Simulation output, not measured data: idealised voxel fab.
Presented below is a process module, voxel gate over fins.
Cross-section cut: width 185 nm, square cells of 5 nm.
A cross-section in this document is a grid of square cells, and it is written down as bands, the top band listed before the ones below it; a band is made up of one or more rows of cells.
Heights first: top, then bottom, in nm. Then materials, left to right, each with a width in nm. "throughout" on a single material: fills the band edge to edge. "air": empty space.
It should be noted that heights are counted from 0, beneath which the wafer as supplied is of one material throughout, and that the lowest band possesses no lower boundary but continues downward, as written in "from 0 down".
Quick explanation for "30->40": the width changes in equal steps down the rows of cells, from the first number in the band's top row to the second number in its bottom row.
"changes: none" (step): cross-section cells unchanged, all of them.
Heads up: "Closed internal voids" only lists the empty pockets with no open path to the top that are 8 cells or more, and it writes them as width x height at distance, distance from the left edge, in nm.
That trailing text on a step's line, after the settings, is the simulator's own remark on the step.
What "overlay nm" on a step's line means: if the step has a mask, that mask lay this far to the right of its planned place, or, when the value is negative, to the left.
# Here's what the planned process steps look like
- 1: RECEIVE: material Si
- 2: CONFORMAL_DEP: material SiN, thk nm 10
- 3: PATTERN: tone cover, mask id FINS, material resist, width nm 15, pitch nm 40, thk nm 20, overlay nm -15
- 4: DIRECTIONAL_ETCH: etch materials SiN, depth nm 10
- 5: DIRECTIONAL_ETCH: etch materials Si, depth nm 35
- 6: STRIP: etch materials resist
- 7: FILL_DEP: material SiO2, thk nm 5
- 8: CMP: height nm 10
- 9: SELECTIVE_ETCH: etch materials SiO2, depth nm 25
- 10: STRIP: etch materials SiN
- 11: CONFORMAL_DEP: material HfO2, thk nm 5
- 12: CONFORMAL_DEP: material TiN, thk nm 5
- 13: CONFORMAL_DEP: material TiAl, thk nm 5
- 14: CONFORMAL_DEP: material TiN, thk nm 5
- 15: FILL_DEP: material W, thk nm 15
- 16: CMP: height nm 30
- 17: CONFORMAL_DEP: material SiCN, thk nm 5
Across this set of wafers, the varied parameter is the overlay nm of step 3. Starting conditions are identical for every wafer, and the plan reports the value assigned to the first wafer.
# Cross-section of the first incoming wafer of several, state after step 1
- from 0 down  Si throughout
- Closed internal voids: none
# The following table contains a row per wafer, in which are reported, at the conclusion of the module, the cells of each material gained (+) or lost (-) since the wafer's receipt, with its closed voids given thereafter
overlay nm -15 | +55 HfO2 | -196 Si | +37 SiCN | +112 SiO2 | +49 TiAl | +98 TiN | +104 W | Closed internal voids: none
overlay nm -10 | +55 HfO2 | -196 Si | +37 SiCN | +112 SiO2 | +49 TiAl | +98 TiN | +104 W | Closed internal voids: none
overlay nm -5 | +55 HfO2 | -196 Si | +37 SiCN | +112 SiO2 | +49 TiAl | +98 TiN | +104 W | Closed internal voids: none
overlay nm 0 | +55 HfO2 | -196 Si | +37 SiCN | +112 SiO2 | +49 TiAl | +98 TiN | +104 W | Closed internal voids: none
overlay nm 5 | +55 HfO2 | -196 Si | +37 SiCN | +112 SiO2 | +49 TiAl | +98 TiN | +104 W | Closed internal voids: none
overlay nm 10 | +55 HfO2 | -196 Si | +37 SiCN | +112 SiO2 | +49 TiAl | +98 TiN | +104 W | Closed internal voids: none
overlay nm 15 | +55 HfO2 | -196 Si | +37 SiCN | +112 SiO2 | +49 TiAl | +98 TiN | +104 W | Closed internal voids: none
